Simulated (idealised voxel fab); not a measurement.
Process module under the name voxel gate over fins
Square cell edge 5 nm, section width 240 nm, ID cut.
How to read a cross-section here: the picture is a grid of square cells, written as bands going from the top down, and any band can span one or more rows of cells.
Within each band entry, the heights of the top and of the bottom of the band appear first, in that order and in nm; the materials of the band then follow from left to right, each with its corresponding width in nm. The designation "edge to edge" on a single material indicates that it fills the band from edge to edge; the designation "empty" indicates empty space.
Height datum 0, below which the as-received substrate wafer is one material. Lowest band open at the bottom, running downward: "from 0 down".
When a width is written as two numbers, as in "30->40", the first number is the width in the top row of cells of the band and the second is the width in its bottom row, and the width changes by the same amount from each row to the next.
Where the words "no change occurred" appear for a step, the cross-section shows no cell changed by that step; every cell remained as before.
Closed empty spaces: empty space of 8 cells or more with no open way to the top, each as width x height at its distance from the left edge, in nm
On each step's line, the part that comes after the settings is the simulator's own comment on the step.
If you see "overlay nm" on a step's line and that step has a mask, it's telling you how far right of where it was planned the mask ended up; a negative number means it went left instead.

Listed below are the process steps as planned
1 RECEIVE: material Si
2 CONFORMAL_DEP: material SiN, thk nm 5
3 DIRECTIONAL_DEP: material aC, thk nm 10
4 PATTERN: tone cover, mask id FINS, material resist, width nm 15, pitch nm 35, thk nm 30, overlay nm -15
5 DIRECTIONAL_ETCH: etch materials aC, depth nm 10
6 STRIP: etch materials resist
7 DIRECTIONAL_ETCH: etch materials SiN, depth nm 5
8 DIRECTIONAL_ETCH: etch materials Si, depth nm 35
9 STRIP: etch materials aC
10 FILL_DEP: material SiO2, thk nm 10
11 CMP: height nm 5
12 SELECTIVE_ETCH: etch materials SiO2, depth nm 20
13 STRIP: etch materials SiN
14 CONFORMAL_DEP: material HfO2, thk nm 5
15 CONFORMAL_DEP: material TiN, thk nm 5
16 FILL_DEP: material W, thk nm 10
17 CMP: height nm 15
18 CONFORMAL_DEP: material SiCN, thk nm 5
Among the wafers covered here, the point of difference is the overlay nm at step 4; their starting state is shared, and the plan presents the value of the first wafer.

Cross-section of the first incoming wafer of several, state after step 1
> from 0 down = Si edge to edge
> Closed empty spaces: none

Note: the following table is arranged by wafer, a row apiece. Each row reports the end-of-module state: per material, cells gained (+) or cells lost (-) compared with the wafer as received; closed voids follow
overlay nm -15, +72 HfO2, -252 Si, +48 SiCN, +144 SiO2, +72 TiN, +108 W, Closed empty spaces: none
overlay nm -10, +72 HfO2, -252 Si, +48 SiCN, +144 SiO2, +72 TiN, +108 W, Closed empty spaces: none
overlay nm -5, +72 HfO2, -252 Si, +48 SiCN, +144 SiO2, +72 TiN, +108 W, Closed empty spaces: none
overlay nm 0, +72 HfO2, -252 Si, +48 SiCN, +144 SiO2, +72 TiN, +108 W, Closed empty spaces: none
overlay nm 5, +72 HfO2, -252 Si, +48 SiCN, +144 SiO2, +72 TiN, +108 W, Closed empty spaces: none
overlay nm 10, +72 HfO2, -252 Si, +48 SiCN, +144 SiO2, +72 TiN, +108 W, Closed empty spaces: none
overlay nm 15, +72 HfO2, -252 Si, +48 SiCN, +144 SiO2, +72 TiN, +108 W, Closed empty spaces: none
